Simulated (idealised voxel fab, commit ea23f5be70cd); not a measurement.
The document below concerns the process module designated voxel self aligned contacts.
cross-section cut | 225 nm wide | cells 5 nm
We lay out every cross-section as a grid of square cells and spell it out in bands from the top down, where one band means one or more rows of cells. The band entry comprises the height of the band's top followed by the height of its bottom, expressed in nm, and subsequently the band's materials from left to right, each stated together with its width in nm. Where a single material is marked with the word "everywhere", that material fills the band from edge to edge. The word "blank" represents empty space. Heights are measured from 0, the level below which the as-received wafer is all one material; the lowest band has no bottom and continues downward, written as in "0..down". A two-number width, for instance "30 to 40", indicates that the width is equal to the first number in the top row of the band and to the second number in the bottom row, and that it changes by a constant amount per row of cells. "nothing changed" -> step changed no cross-section cell. Under "Unvented internal voids" you'll find the enclosed gaps, the ones with no way out to the top, that are 8 cells or bigger; each reads width x height at distance, with distance counted from the left edge, everything in nm. Where a step's line continues beyond its settings, the continuation is a remark by the simulator itself on that step. overlay nm: step with mask; distance mask lay right of planned place; negative value = left of planned place.
The steps planned for the process are as follows:
1,RECEIVE, material Si
2,OXIDIZE, depth nm 5
3,DIRECTIONAL_DEP, material polySi, thk nm 25
4,DIRECTIONAL_DEP, material SiN, thk nm 25
5,DIRECTIONAL_DEP, material aC, thk nm 10
6,PATTERN, tone cover, mask id GATE, material resist, width nm 35, pitch nm 80, thk nm 25, overlay nm 0
7,DIRECTIONAL_ETCH, etch materials aC, depth nm 10
8,STRIP, etch materials resist
9,DIRECTIONAL_ETCH, etch materials SiN, depth nm 25
10,DIRECTIONAL_ETCH, etch materials polySi, depth nm 25
11,STRIP, etch materials aC
12,CONFORMAL_DEP, material SiN, thk nm 10
13,DIRECTIONAL_ETCH, etch materials SiN, depth nm 10
14,FILL_DEP, material SiO2, thk nm 15
15,CMP, height nm 60
16,MASKED_ETCH, tone open, mask id CONTACT, width nm 65, pitch nm 80, etch materials SiO2, depth nm 65, overlay nm 0
17,CONFORMAL_DEP, material TiN, thk nm 5
18,FILL_DEP, material W, thk nm 10
19,CMP, height nm 60
20,CONFORMAL_DEP, material SiCN, thk nm 5
Delivered wafer in cross-section: state after step 1:
* 0..down  Si everywhere
* Unvented internal voids: none
First wafer of two, sectioned at end of module; run went per plan:
* 65..60  SiCN everywhere
* 60..50  SiO2 (40) | TiN (5 to 25) | W (55 to 15) | TiN (5 to 25) | SiO2 (15) | TiN (5 to 25) | W (55 to 15) | TiN (5 to 25) | SiO2 (40)
* 50..25  SiO2 (5) | SiN (55) | TiN (5) | W (15) | TiN (5) | SiN (55) | TiN (5) | W (15) | TiN (5) | SiN (55) | SiO2 (5)
* 25..0  SiO2 (5) | SiN (10) | polySi (35) | SiN (10) | TiN (5) | W (15) | TiN (5) | SiN (10) | polySi (35) | SiN (10) | TiN (5) | W (15) | TiN (5) | SiN (10) | polySi (35) | SiN (10) | SiO2 (5)
* 0..-5  SiO2 (60) | TiN (25) | SiO2 (55) | TiN (25) | SiO2 (60)
* -5..down  Si everywhere
* Unvented internal voids: none
second wafer at the end: like start, like plan, one mistake:
* 65..60  SiCN everywhere
* 60..50  SiO2 (50) | TiN (5 to 15) | W (55 to 15) | TiN (5 to 35) | SiO2 (15) | TiN (5 to 15) | W (55 to 15) | TiN (5 to 35) | SiO2 (30)
* 50..25  SiO2 (5) | SiN (55) | TiN (5) | W (15) | TiN (5) | SiN (55) | TiN (5) | W (15) | TiN (5) | SiN (55) | SiO2 (5)
* 25..0  SiO2 (5) | SiN (10) | polySi (35) | SiN (10) | TiN (5) | W (15) | TiN (5) | SiN (10) | polySi (35) | SiN (10) | TiN (5) | W (15) | TiN (5) | SiN (10) | polySi (35) | SiN (10) | SiO2 (5)
* 0..-5  SiO2 (60) | TiN (25) | SiO2 (55) | TiN (25) | SiO2 (60)
* -5..down  Si everywhere
* Unvented internal voids: none
Which mistake was made when the wafer was run? heads up, step 16 didn't go per plan, it actually ran as MASKED_ETCH, tone open, mask id CONTACT, width nm 65, pitch nm 80, etch materials SiO2, depth nm 65, overlay nm 10
If you tally the cells, the second wafer ends up with the same amount of every material as the first; it's all just sitting in different places.
